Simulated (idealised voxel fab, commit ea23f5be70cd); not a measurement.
process module | voxel plated lines
cross-section cut | 230 nm wide | cells 5 nm
A cross-section is a grid of square cells, given in bands from the top down. A band is one or more rows of cells.
Each band's line starts with the height of the band's top and of its bottom, in nm. Then come its materials from left to right, each with its width in nm. One material with "throughout" fills the band from edge to edge. "air" is empty space.
Height 0 is the level under which the wafer as received is all one material. The lowest band goes on downwards, as in "0 down".
A width such as "30 to 40" changes by the same amount from each row of cells to the next, from the band's top row to its bottom row.
"no change" after a step means that no cell of the cross-section changed.
closed voids: empty space of 8 cells or more with no open way to the top, each as width x height at its distance from the left edge, in nm
after a step's settings: what the simulator itself notes on the step
overlay nm, on a step with a mask: how far to the right of its planned place the mask lay; to the left if negative
plan
1 op RECEIVE | material Si
2 op CONFORMAL_DEP | material SiN | thk nm 5
3 op DIRECTIONAL_DEP | material TiN | thk nm 5
4 op PATTERN | tone open | mask id LINES | material resist | width nm 20 | pitch nm 50 | thk nm 25 | overlay nm 0
5 op EPI | material Ru | thk nm 10
6 op EPI | material Ru | thk nm 5
7 op STRIP | etch materials resist
8 op DIRECTIONAL_ETCH | etch materials TiN | depth nm 5
9 op CONFORMAL_DEP | material SiCN | thk nm 10
as received, after step 1
  0 down: Si throughout
  closed voids: none
first wafer at the end, as planned
  35 to 25: air 70 | SiCN 40 | air 10 | SiCN 40 | air 70
  25 to 15: air 70 | SiCN 10 | Ru 20 | SiCN 10 | air 10 | SiCN 10 | Ru 20 | SiCN 10 | air 70
  15 to 10: SiCN 80 | Ru 20 | SiCN 30 | Ru 20 | SiCN 80
  10 to 5: SiCN 80 | TiN 20 | SiCN 30 | TiN 20 | SiCN 80
  5 to 0: SiN throughout
  0 down: Si throughout
  closed voids: none
second wafer at the end: like start, like plan, one mistake
  35 to 25: SiCN throughout
  25 to 10: Ru 80 | SiCN 20 | Ru 30 | SiCN 20 | Ru 80
  10 to 5: TiN 80 | SiCN 20 | TiN 30 | SiCN 20 | TiN 80
  5 to 0: SiN throughout
  0 down: Si throughout
  closed voids: none
what went wrong: step 4 ran as: op PATTERN | tone cover | mask id LINES | material resist | width nm 20 | pitch nm 50 | thk nm 25 | overlay nm 0
at the end the second wafer has, in cells: 90 more of Ru | 30 more of TiN
